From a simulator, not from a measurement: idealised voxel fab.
Process module in this document: voxel released beams
FYI the section here is cut, 260 nm wide, cells are 5 nm squares.
A cross-section is written here as square cells arranged in a grid, and it is given in bands from the top down, each band taking up one or more rows of cells. For a band, the entry starts with two heights in nm, that of the top and then that of the bottom, and carries on with the band's materials in order from left to right, each alongside its width in nm; the word "edge to edge" beside a single material means it fills the band edge to edge, and "blank" means empty space. Ref level 0: as-received wafer is one material below here. Bottom band extends down with no lower bound ("0 and below"). The notation "30..40" denotes a width that varies across the rows of cells in the band, beginning at the first number in the top row, finishing at the second number in the bottom row, and changing by an identical amount from each row to the next. Take "identical to before" at face value: in the step it is given for, the cross-section changed in none of its cells. Entry "Closed empty spaces". Content: empty spaces with no open connection to the top, size 8 cells or greater. Each: width x height at distance. Distance: from left edge. Unit: nm. Step line, after settings: the simulator's comment on this step. For masked steps, "overlay nm" on the step line gives how far right of plan the mask actually lay; a minus sign means it lay to the left. Layout of what follows: cross-section pairs, each bracketing one process step, the after cross-section shown only to the lowest band that changed, the step between and its settings noted under each pair. Pairs may originate in different runs of this module on the same starting wafer; a pair continues from the pair above only where its entry headed "Prior to processing" says so.
[Prior to processing]
  0 and below: Si edge to edge
  Closed empty spaces: none
[Post-Process View]
  5 down to 0: SiN edge to edge
  Note: structure below 0 unchanged.
  Closed empty spaces: none
Which operation lies between the before and after views above? CONFORMAL_DEP: material SiN, thk nm 5
Prior to processing: The initial state for this step is given by the after cross-section of the immediately preceding pair.
[Post-Process View]
  25 down to 5: SiO2 edge to edge
  Note: structure below 5 unchanged.
  Closed empty spaces: none
Which operation lies between the before and after views above? DIRECTIONAL_DEP: material SiO2, thk nm 20
Prior to processing: The initial state for this step is given by the after cross-section of the immediately preceding pair.
[Post-Process View]
  40 down to 25: aC edge to edge
  Note: structure below 25 unchanged.
  Closed empty spaces: none
Which operation lies between the before and after views above? DIRECTIONAL_DEP: material aC, thk nm 15
Prior to processing: The initial state for this step is given by the after cross-section of the immediately preceding pair.
[Post-Process View]
  70 down to 40: resist (90), blank (25), resist (145)
  Note: structure below 40 unchanged.
  Closed empty spaces: none
Which operation lies between the before and after views above? PATTERN: tone open, mask id ANCHOR, material resist, width nm 25, thk nm 30, overlay nm 0
Prior to processing: The initial state for this step is given by the after cross-section of the immediately preceding pair.
[Post-Process View]
  55 down to 40: resist (90), blank (25), resist (145)
  40 down to 25: aC (90), blank (25), aC (145)
  Note: structure below 25 unchanged.
  Closed empty spaces: none
Which operation lies between the before and after views above? DIRECTIONAL_ETCH: etch materials aC, depth nm 15
Prior to processing: The initial state for this step is given by the after cross-section of the immediately preceding pair.
[Post-Process View]
  40 down to 25: aC (90), blank (25), aC (145)
  Note: structure below 25 unchanged.
  Closed empty spaces: none
Which operation lies between the before and after views above? STRIP: etch materials resist
Prior to processing: The initial state for this step is given by the after cross-section of the immediately preceding pair.
[Post-Process View]
  40 down to 25: aC (90), blank (25), aC (145)
  25 down to 5: SiO2 (90), blank (25), SiO2 (145)
  Note: structure below 5 unchanged.
  Closed empty spaces: none
Which operation lies between the before and after views above? DIRECTIONAL_ETCH: etch materials SiO2, depth nm 20
Prior to processing: The initial state for this step is given by the after cross-section of the immediately preceding pair.
[Post-Process View]
  25 down to 5: SiO2 (90), blank (25), SiO2 (145)
  Note: structure below 5 unchanged.
  Closed empty spaces: none
Which operation lies between the before and after views above? STRIP: etch materials aC
Prior to processing: The initial state for this step is given by the after cross-section of the immediately preceding pair.
[Post-Process View]
  35 down to 25: W (100), blank (5), W (155)
  25 down to 15: SiO2 (90), W (10), blank (5), W (10), SiO2 (145)
  15 down to 5: SiO2 (90), W (25), SiO2 (145)
  Note: structure below 5 unchanged.
  Closed empty spaces: none
Which operation lies between the before and after views above? CONFORMAL_DEP: material W, thk nm 10
Prior to processing: The initial state for this step is given by the after cross-section of the immediately preceding pair.
[Post-Process View]
  50 down to 35: blank (85), resist (80), blank (95)
  35 down to 25: W (100), resist (5), W (155)
  25 down to 15: SiO2 (90), W (10), resist (5), W (10), SiO2 (145)
  Note: structure below 15 unchanged.
  Closed empty spaces: none
Which operation lies between the before and after views above? PATTERN: tone cover, mask id BEAM, material resist, width nm 80, thk nm 15, overlay nm 0
Prior to processing: The initial state for this step is given by the after cross-section of the immediately preceding pair.
[Post-Process View]
  50 down to 35: blank (85), resist (80), blank (95)
  35 down to 25: blank (85), W (15), resist (5), W (60), blank (95)
  Note: structure below 25 unchanged.
  Closed empty spaces: none
Which operation lies between the before and after views above? DIRECTIONAL_ETCH: etch materials W, depth nm 10
Prior to processing: The initial state for this step is given by the after cross-section of the immediately preceding pair.
[Post-Process View]
  35 down to 25: blank (85), W (15), blank (5), W (60), blank (95)
  25 down to 15: SiO2 (90), W (10), blank (5), W (10), SiO2 (145)
  Note: structure below 15 unchanged.
  Closed empty spaces: none
Which operation lies between the before and after views above? STRIP: etch materials resist
Prior to processing: The initial state for this step is given by the after cross-section of the immediately preceding pair.
[Post-Process View]
  35 down to 25: blank (85), W (15), blank (5), W (60), blank (95)
  25 down to 15: blank (90), W (10), blank (5), W (10), blank (145)
  15 down to 5: blank (90), W (25), blank (145)
  Note: structure below 5 unchanged.
  Closed empty spaces: none
Which operation lies between the before and after views above? STRIP: etch materials SiO2
[Prior to processing]
  0 and below: Si edge to edge
  Closed empty spaces: none
[Post-Process View]
  20 down to 0: SiO2 edge to edge
  Note: structure below 0 unchanged.
  Closed empty spaces: none
Which operation lies between the before and after views above? DIRECTIONAL_DEP: material SiO2, thk nm 20
Prior to processing: The initial state for this step is given by the after cross-section of the immediately preceding pair.
[Post-Process View]
  35 down to 20: aC edge to edge
  Note: structure below 20 unchanged.
  Closed empty spaces: none
Which operation lies between the before and after views above? DIRECTIONAL_DEP: material aC, thk nm 15
Prior to processing: The initial state for this step is given by the after cross-section of the immediately preceding pair.
[Post-Process View]
  65 down to 35: resist (90), blank (25), resist (145)
  Note: structure below 35 unchanged.
  Closed empty spaces: none
Which operation lies between the before and after views above? PATTERN: tone open, mask id ANCHOR, material resist, width nm 25, thk nm 30, overlay nm 0
Prior to processing: The initial state for this step is given by the after cross-section of the immediately preceding pair.
[Post-Process View]
  50 down to 35: resist (90), blank (25), resist (145)
  35 down to 20: aC (90), blank (25), aC (145)
  Note: structure below 20 unchanged.
  Closed empty spaces: none
Which operation lies between the before and after views above? DIRECTIONAL_ETCH: etch materials aC, depth nm 15
Prior to processing: The initial state for this step is given by the after cross-section of the immediately preceding pair.
[Post-Process View]
  35 down to 20: aC (90), blank (25), aC (145)
  Note: structure below 20 unchanged.
  Closed empty spaces: none
Which operation lies between the before and after views above? STRIP: etch materials resist
Prior to processing: The initial state for this step is given by the after cross-section of the immediately preceding pair.
[Post-Process View]
  35 down to 20: aC (90), blank (25), aC (145)
  20 down to 0: SiO2 (90), blank (25), SiO2 (145)
  Note: structure below 0 unchanged.
  Closed empty spaces: none
Which operation lies between the before and after views above? DIRECTIONAL_ETCH: etch materials SiO2, depth nm 20
Prior to processing: The initial state for this step is given by the after cross-section of the immediately preceding pair.
[Post-Process View]
  20 down to 0: SiO2 (90), blank (25), SiO2 (145)
  Note: structure below 0 unchanged.
  Closed empty spaces: none
Which operation lies between the before and after views above? STRIP: etch materials aC
Prior to processing: The initial state for this step is given by the after cross-section of the immediately preceding pair.
[Post-Process View]
  30 down to 20: W (100), blank (5), W (155)
  20 down to 10: SiO2 (90), W (10), blank (5), W (10), SiO2 (145)
  10 down to 0: SiO2 (90), W (25), SiO2 (145)
  Note: structure below 0 unchanged.
  Closed empty spaces: none
Which operation lies between the before and after views above? CONFORMAL_DEP: material W, thk nm 10
Prior to processing: The initial state for this step is given by the after cross-section of the immediately preceding pair.
[Post-Process View]
  45 down to 30: blank (85), resist (80), blank (95)
  30 down to 20: W (100), resist (5), W (155)
  20 down to 10: SiO2 (90), W (10), resist (5), W (10), SiO2 (145)
  Note: structure below 10 unchanged.
  Closed empty spaces: none
Which operation lies between the before and after views above? PATTERN: tone cover, mask id BEAM, material resist, width nm 80, thk nm 15, overlay nm 0
Prior to processing: The initial state for this step is given by the after cross-section of the immediately preceding pair.
[Post-Process View]
  45 down to 30: blank (85), resist (80), blank (95)
  30 down to 20: blank (85), W (15), resist (5), W (60), blank (95)
  Note: structure below 20 unchanged.
  Closed empty spaces: none
Which operation lies between the before and after views above? DIRECTIONAL_ETCH: etch materials W, depth nm 10
Prior to processing: The initial state for this step is given by the after cross-section of the immediately preceding pair.
[Post-Process View]
  30 down to 20: blank (85), W (15), blank (5), W (60), blank (95)
  20 down to 10: SiO2 (90), W (10), blank (5), W (10), SiO2 (145)
  Note: structure below 10 unchanged.
  Closed empty spaces: none
Which operation lies between the before and after views above? STRIP: etch materials resist
Prior to processing: The initial state for this step is given by the after cross-section of the immediately preceding pair.
[Post-Process View]
  30 down to 20: blank (85), W (15), blank (5), W (60), blank (95)
  20 down to 10: blank (90), W (10), blank (5), W (10), blank (145)
  10 down to 0: blank (90), W (25), blank (145)
  Note: structure below 0 unchanged.
  Closed empty spaces: none
Which operation lies between the before and after views above? STRIP: etch materials SiO2
[Prior to processing]
  20 down to 0: SiO2 edge to edge
  0 and below: Si edge to edge
  Closed empty spaces: none
[Post-Process View]
  25 down to 20: SiN edge to edge
  Note: structure below 20 unchanged.
  Closed empty spaces: none
Which operation lies between the before and after views above? CONFORMAL_DEP: material SiN, thk nm 5
Prior to processing: The initial state for this step is given by the after cross-section of the immediately preceding pair.
[Post-Process View]
  40 down to 25: aC edge to edge
  Note: structure below 25 unchanged.
  Closed empty spaces: none
Which operation lies between the before and after views above? DIRECTIONAL_DEP: material aC, thk nm 15
Prior to processing: The initial state for this step is given by the after cross-section of the immediately preceding pair.
[Post-Process View]
  70 down to 40: resist (90), blank (25), resist (145)
  Note: structure below 40 unchanged.
  Closed empty spaces: none
Which operation lies between the before and after views above? PATTERN: tone open, mask id ANCHOR, material resist, width nm 25, thk nm 30, overlay nm 0
Prior to processing: The initial state for this step is given by the after cross-section of the immediately preceding pair.
[Post-Process View]
  55 down to 40: resist (90), blank (25), resist (145)
  40 down to 25: aC (90), blank (25), aC (145)
  Note: structure below 25 unchanged.
  Closed empty spaces: none
Which operation lies between the before and after views above? DIRECTIONAL_ETCH: etch materials aC, depth nm 15
Prior to processing: The initial state for this step is given by the after cross-section of the immediately preceding pair.
[Post-Process View]
  40 down to 25: aC (90), blank (25), aC (145)
  Note: structure below 25 unchanged.
  Closed empty spaces: none
Which operation lies between the before and after views above? STRIP: etch materials resist
Prior to processing: The initial state for this step is given by the after cross-section of the immediately preceding pair.
[Post-Process View]
  25 down to 20: SiN edge to edge
  Note: structure below 20 unchanged.
  Closed empty spaces: none
Which operation lies between the before and after views above? STRIP: etch materials aC
Prior to processing: The initial state for this step is given by the after cross-section of the immediately preceding pair.
[Post-Process View]
  35 down to 25: W edge to edge
  Note: structure below 25 unchanged.
  Closed empty spaces: none
Which operation lies between the before and after views above? CONFORMAL_DEP: material W, thk nm 10
Prior to processing: The initial state for this step is given by the after cross-section of the immediately preceding pair.
[Post-Process View]
  50 down to 35: blank (85), resist (80), blank (95)
  Note: structure below 35 unchanged.
  Closed empty spaces: none
Which operation lies between the before and after views above? PATTERN: tone cover, mask id BEAM, material resist, width nm 80, thk nm 15, overlay nm 0
Prior to processing: The initial state for this step is given by the after cross-section of the immediately preceding pair.
[Post-Process View]
  50 down to 35: blank (85), resist (80), blank (95)
  35 down to 25: blank (85), W (80), blank (95)
  Note: structure below 25 unchanged.
  Closed empty spaces: none
Which operation lies between the before and after views above? DIRECTIONAL_ETCH: etch materials W, depth nm 10
Prior to processing: The initial state for this step is given by the after cross-section of the immediately preceding pair.
[Post-Process View]
  35 down to 25: blank (85), W (80), blank (95)
  Note: structure below 25 unchanged.
  Closed empty spaces: none
Which operation lies between the before and after views above? STRIP: etch materials resist
[Prior to processing]
  25 down to 5: SiO2 (90), blank (25), SiO2 (145)
  5 down to 0: SiN edge to edge
  0 and below: Si edge to edge
  Closed empty spaces: none
[Post-Process View]
  40 down to 25: W edge to edge
  25 down to 5: SiO2 (90), W (25), SiO2 (145)
  Note: structure below 5 unchanged.
  Closed empty spaces: none
Which operation lies between the before and after views above? CONFORMAL_DEP: material W, thk nm 15
Prior to processing: The initial state for this step is given by the after cross-section of the immediately preceding pair.
[Post-Process View]
  55 down to 40: blank (85), resist (80), blank (95)
  Note: structure below 40 unchanged.
  Closed empty spaces: none
Which operation lies between the before and after views above? PATTERN: tone cover, mask id BEAM, material resist, width nm 80, thk nm 15, overlay nm 0
Prior to processing: The initial state for this step is given by the after cross-section of the immediately preceding pair.
[Post-Process View]
  55 down to 40: blank (85), resist (80), blank (95)
  40 down to 30: blank (85), W (80), blank (95)
  Note: structure below 30 unchanged.
  Closed empty spaces: none
Which operation lies between the before and after views above? DIRECTIONAL_ETCH: etch materials W, depth nm 10
Prior to processing: The initial state for this step is given by the after cross-section of the immediately preceding pair.
[Post-Process View]
  40 down to 30: blank (85), W (80), blank (95)
  Note: structure below 30 unchanged.
  Closed empty spaces: none
Which operation lies between the before and after views above? STRIP: etch materials resist
[Prior to processing]
  35 down to 25: W (100), blank (5), W (155)
  25 down to 15: SiO2 (90), W (10), blank (5), W (10), SiO2 (145)
  15 down to 5: SiO2 (90), W (25), SiO2 (145)
  5 down to 0: SiN edge to edge
  0 and below: Si edge to edge
  Closed empty spaces: none
[Post-Process View]
  50 down to 35: blank (85), resist (85), blank (90)
  35 down to 25: W (100), resist (5), W (155)
  25 down to 15: SiO2 (90), W (10), resist (5), W (10), SiO2 (145)
  Note: structure below 15 unchanged.
  Closed empty spaces: none
Which operation lies between the before and after views above? PATTERN: tone cover, mask id BEAM, material resist, width nm 85, thk nm 15, overlay nm 0
Prior to processing: The initial state for this step is given by the after cross-section of the immediately preceding pair.
[Post-Process View]
  50 down to 35: blank (85), resist (85), blank (90)
  35 down to 25: blank (85), W (15), resist (5), W (65), blank (90)
  Note: structure below 25 unchanged.
  Closed empty spaces: none
Which operation lies between the before and after views above? DIRECTIONAL_ETCH: etch materials W, depth nm 10
Prior to processing: The initial state for this step is given by the after cross-section of the immediately preceding pair.
[Post-Process View]
  35 down to 25: blank (85), W (15), blank (5), W (65), blank (90)
  25 down to 15: SiO2 (90), W (10), blank (5), W (10), SiO2 (145)
  Note: structure below 15 unchanged.
  Closed empty spaces: none
Which operation lies between the before and after views above? STRIP: etch materials resist
Prior to processing: The initial state for this step is given by the after cross-section of the immediately preceding pair.
[Post-Process View]
  35 down to 25: blank (85), W (15), blank (5), W (65), blank (90)
  25 down to 15: blank (90), W (10), blank (5), W (10), blank (145)
  15 down to 5: blank (90), W (25), blank (145)
  Note: structure below 5 unchanged.
  Closed empty spaces: none
Which operation lies between the before and after views above? STRIP: etch materials SiO2
[Prior to processing]
  40 down to 25: aC edge to edge
  25 down to 5: SiO2 edge to edge
  5 down to 0: SiN edge to edge
  0 and below: Si edge to edge
  Closed empty spaces: none
[Post-Process View]
  70 down to 40: resist (80), blank (25), resist (155)
  Note: structure below 40 unchanged.
  Closed empty spaces: none
Which operation lies between the before and after views above? PATTERN: tone open, mask id ANCHOR, material resist, width nm 25, thk nm 30, overlay nm -10
Prior to processing: The initial state for this step is given by the after cross-section of the immediately preceding pair.
[Post-Process View]
  55 down to 40: resist (80), blank (25), resist (155)
  40 down to 25: aC (80), blank (25), aC (155)
  Note: structure below 25 unchanged.
  Closed empty spaces: none
Which operation lies between the before and after views above? DIRECTIONAL_ETCH: etch materials aC, depth nm 15
Prior to processing: The initial state for this step is given by the after cross-section of the immediately preceding pair.
[Post-Process View]
  40 down to 25: aC (80), blank (25), aC (155)
  Note: structure below 25 unchanged.
  Closed empty spaces: none
Which operation lies between the before and after views above? STRIP: etch materials resist
Prior to processing: The initial state for this step is given by the after cross-section of the immediately preceding pair.
[Post-Process View]
  40 down to 25: aC (80), blank (25), aC (155)
  25 down to 5: SiO2 (80), blank (25), SiO2 (155)
  Note: structure below 5 unchanged.
  Closed empty spaces: none
Which operation lies between the before and after views above? DIRECTIONAL_ETCH: etch materials SiO2, depth nm 20
Prior to processing: The initial state for this step is given by the after cross-section of the immediately preceding pair.
[Post-Process View]
  25 down to 5: SiO2 (80), blank (25), SiO2 (155)
  Note: structure below 5 unchanged.
  Closed empty spaces: none
Which operation lies between the before and after views above? STRIP: etch materials aC
Prior to processing: The initial state for this step is given by the after cross-section of the immediately preceding pair.
[Post-Process View]
  35 down to 25: W (90), blank (5), W (165)
  25 down to 15: SiO2 (80), W (10), blank (5), W (10), SiO2 (155)
  15 down to 5: SiO2 (80), W (25), SiO2 (155)
  Note: structure below 5 unchanged.
  Closed empty spaces: none
Which operation lies between the before and after views above? CONFORMAL_DEP: material W, thk nm 10
Prior to processing: The initial state for this step is given by the after cross-section of the immediately preceding pair.
[Post-Process View]
  50 down to 35: blank (85), resist (80), blank (95)
  35 down to 25: W (90), resist (5), W (165)
  25 down to 15: SiO2 (80), W (10), resist (5), W (10), SiO2 (155)
  Note: structure below 15 unchanged.
  Closed empty spaces: none
Which operation lies between the before and after views above? PATTERN: tone cover, mask id BEAM, material resist, width nm 80, thk nm 15, overlay nm 0
Prior to processing: The initial state for this step is given by the after cross-section of the immediately preceding pair.
[Post-Process View]
  50 down to 35: blank (85), resist (80), blank (95)
  35 down to 25: blank (85), W (5), resist (5), W (70), blank (95)
  Note: structure below 25 unchanged.
  Closed empty spaces: none
Which operation lies between the before and after views above? DIRECTIONAL_ETCH: etch materials W, depth nm 10
Prior to processing: The initial state for this step is given by the after cross-section of the immediately preceding pair.
[Post-Process View]
  35 down to 25: blank (85), W (5), blank (5), W (70), blank (95)
  25 down to 15: SiO2 (80), W (10), blank (5), W (10), SiO2 (155)
  Note: structure below 15 unchanged.
  Closed empty spaces: none
Which operation lies between the before and after views above? STRIP: etch materials resist
Prior to processing: The initial state for this step is given by the after cross-section of the immediately preceding pair.
[Post-Process View]
  35 down to 25: blank (85), W (5), blank (5), W (70), blank (95)
  25 down to 15: blank (80), W (10), blank (5), W (10), blank (155)
  15 down to 5: blank (80), W (25), blank (155)
  Note: structure below 5 unchanged.
  Closed empty spaces: none
Which operation lies between the before and after views above? STRIP: etch materials SiO2
[Prior to processing]
  0 and below: Si edge to edge
  Closed empty spaces: none
[Post-Process View]
  5 down to 0: W edge to edge
  Note: structure below 0 unchanged.
  Closed empty spaces: none
Which operation lies between the before and after views above? CONFORMAL_DEP: material W, thk nm 5
Prior to processing: The initial state for this step is given by the after cross-section of the immediately preceding pair.
[Post-Process View]
  25 down to 5: SiO2 edge to edge
  Note: structure below 5 unchanged.
  Closed empty spaces: none
Which operation lies between the before and after views above? DIRECTIONAL_DEP: material SiO2, thk nm 20
Prior to processing: The initial state for this step is given by the after cross-section of the immediately preceding pair.
[Post-Process View]
  40 down to 25: aC edge to edge
  Note: structure below 25 unchanged.
  Closed empty spaces: none
Which operation lies between the before and after views above? DIRECTIONAL_DEP: material aC, thk nm 15
Prior to processing: The initial state for this step is given by the after cross-section of the immediately preceding pair.
[Post-Process View]
  70 down to 40: resist (90), blank (25), resist (145)
  Note: structure below 40 unchanged.
  Closed empty spaces: none
Which operation lies between the before and after views above? PATTERN: tone open, mask id ANCHOR, material resist, width nm 25, thk nm 30, overlay nm 0
Prior to processing: The initial state for this step is given by the after cross-section of the immediately preceding pair.
[Post-Process View]
  55 down to 40: resist (90), blank (25), resist (145)
  40 down to 25: aC (90), blank (25), aC (145)
  Note: structure below 25 unchanged.
  Closed empty spaces: none
Which operation lies between the before and after views above? DIRECTIONAL_ETCH: etch materials aC, depth nm 15
Prior to processing: The initial state for this step is given by the after cross-section of the immediately preceding pair.
[Post-Process View]
  40 down to 25: aC (90), blank (25), aC (145)
  Note: structure below 25 unchanged.
  Closed empty spaces: none
Which operation lies between the before and after views above? STRIP: etch materials resist
Prior to processing: The initial state for this step is given by the after cross-section of the immediately preceding pair.
[Post-Process View]
  40 down to 25: aC (90), blank (25), aC (145)
  25 down to 5: SiO2 (90), blank (25), SiO2 (145)
  Note: structure below 5 unchanged.
  Closed empty spaces: none
Which operation lies between the before and after views above? DIRECTIONAL_ETCH: etch materials SiO2, depth nm 20
Prior to processing: The initial state for this step is given by the after cross-section of the immediately preceding pair.
[Post-Process View]
  25 down to 5: SiO2 (90), blank (25), SiO2 (145)
  Note: structure below 5 unchanged.
  Closed empty spaces: none
Which operation lies between the before and after views above? STRIP: etch materials aC
Prior to processing: The initial state for this step is given by the after cross-section of the immediately preceding pair.
[Post-Process View]
  35 down to 25: W (100), blank (5), W (155)
  25 down to 15: SiO2 (90), W (10), blank (5), W (10), SiO2 (145)
  15 down to 5: SiO2 (90), W (25), SiO2 (145)
  Note: structure below 5 unchanged.
  Closed empty spaces: none
Which operation lies between the before and after views above? CONFORMAL_DEP: material W, thk nm 10
Prior to processing: The initial state for this step is given by the after cross-section of the immediately preceding pair.
[Post-Process View]
  50 down to 35: blank (85), resist (80), blank (95)
  35 down to 25: W (100), resist (5), W (155)
  25 down to 15: SiO2 (90), W (10), resist (5), W (10), SiO2 (145)
  Note: structure below 15 unchanged.
  Closed empty spaces: none
Which operation lies between the before and after views above? PATTERN: tone cover, mask id BEAM, material resist, width nm 80, thk nm 15, overlay nm 0
Prior to processing: The initial state for this step is given by the after cross-section of the immediately preceding pair.
[Post-Process View]
  50 down to 35: blank (85), resist (80), blank (95)
  35 down to 25: blank (85), W (15), resist (5), W (60), blank (95)
  Note: structure below 25 unchanged.
  Closed empty spaces: none
Which operation lies between the before and after views above? DIRECTIONAL_ETCH: etch materials W, depth nm 10
Prior to processing: The initial state for this step is given by the after cross-section of the immediately preceding pair.
[Post-Process View]
  35 down to 25: blank (85), W (15), blank (5), W (60), blank (95)
  25 down to 15: SiO2 (90), W (10), blank (5), W (10), SiO2 (145)
  Note: structure below 15 unchanged.
  Closed empty spaces: none
Which operation lies between the before and after views above? STRIP: etch materials resist
Prior to processing: The initial state for this step is given by the after cross-section of the immediately preceding pair.
[Post-Process View]
  35 down to 25: blank (85), W (15), blank (5), W (60), blank (95)
  25 down to 15: blank (90), W (10), blank (5), W (10), blank (145)
  15 down to 5: blank (90), W (25), blank (145)
  Note: structure below 5 unchanged.
  Closed empty spaces: none
Which operation lies between the before and after views above? STRIP: etch materials SiO2
[Prior to processing]
  40 down to 25: aC edge to edge
  25 down to 5: SiO2 edge to edge
  5 down to 0: SiN edge to edge
  0 and below: Si edge to edge
  Closed empty spaces: none
[Post-Process View]
  70 down to 40: blank (90), resist (25), blank (145)
  Note: structure below 40 unchanged.
  Closed empty spaces: none
Which operation lies between the before and after views above? PATTERN: tone cover, mask id ANCHOR, material resist, width nm 25, thk nm 30, overlay nm 0
Prior to processing: The initial state for this step is given by the after cross-section of the immediately preceding pair.
[Post-Process View]
  55 down to 40: blank (90), resist (25), blank (145)
  40 down to 25: blank (90), aC (25), blank (145)
  Note: structure below 25 unchanged.
  Closed empty spaces: none
Which operation lies between the before and after views above? DIRECTIONAL_ETCH: etch materials aC, depth nm 15
Prior to processing: The initial state for this step is given by the after cross-section of the immediately preceding pair.
[Post-Process View]
  40 down to 25: blank (90), aC (25), blank (145)
  Note: structure below 25 unchanged.
  Closed empty spaces: none
Which operation lies between the before and after views above? STRIP: etch materials resist
Prior to processing: The initial state for this step is given by the after cross-section of the immediately preceding pair.
[Post-Process View]
  40 down to 25: blank (90), aC (25), blank (145)
  25 down to 5: blank (90), SiO2 (25), blank (145)
  Note: structure below 5 unchanged.
  Closed empty spaces: none
Which operation lies between the before and after views above? DIRECTIONAL_ETCH: etch materials SiO2, depth nm 20
Prior to processing: The initial state for this step is given by the after cross-section of the immediately preceding pair.
[Post-Process View]
  25 down to 5: blank (90), SiO2 (25), blank (145)
  Note: structure below 5 unchanged.
  Closed empty spaces: none
Which operation lies between the before and after views above? STRIP: etch materials aC
Prior to processing: The initial state for this step is given by the after cross-section of the immediately preceding pair.
[Post-Process View]
  35 down to 25: blank (80), W (45), blank (135)
  25 down to 15: blank (80), W (10), SiO2 (25), W (10), blank (135)
  15 down to 5: W (90), SiO2 (25), W (145)
  Note: structure below 5 unchanged.
  Closed empty spaces: none
Which operation lies between the before and after views above? CONFORMAL_DEP: material W, thk nm 10
Prior to processing: The initial state for this step is given by the after cross-section of the immediately preceding pair.
[Post-Process View]
  50 down to 35: blank (85), resist (80), blank (95)
  35 down to 25: blank (80), W (45), resist (40), blank (95)
  25 down to 15: blank (80), W (10), SiO2 (25), W (10), resist (40), blank (95)
  Note: structure below 15 unchanged.
  Closed empty spaces: none
Which operation lies between the before and after views above? PATTERN: tone cover, mask id BEAM, material resist, width nm 80, thk nm 15, overlay nm 0
Prior to processing: The initial state for this step is given by the after cross-section of the immediately preceding pair.
[Post-Process View]
  50 down to 35: blank (85), resist (80), blank (95)
  35 down to 25: blank (85), W (40), resist (40), blank (95)
  25 down to 15: blank (80), W (10), SiO2 (25), W (10), resist (40), blank (95)
  15 down to 5: blank (80), W (10), SiO2 (25), W (50), blank (95)
  Note: structure below 5 unchanged.
  Closed empty spaces: none
Which operation lies between the before and after views above? DIRECTIONAL_ETCH: etch materials W, depth nm 10
Prior to processing: The initial state for this step is given by the after cross-section of the immediately preceding pair.
[Post-Process View]
  35 down to 25: blank (85), W (40), blank (135)
  25 down to 15: blank (80), W (10), SiO2 (25), W (10), blank (135)
  Note: structure below 15 unchanged.
  Closed empty spaces: none
Which operation lies between the before and after views above? STRIP: etch materials resist
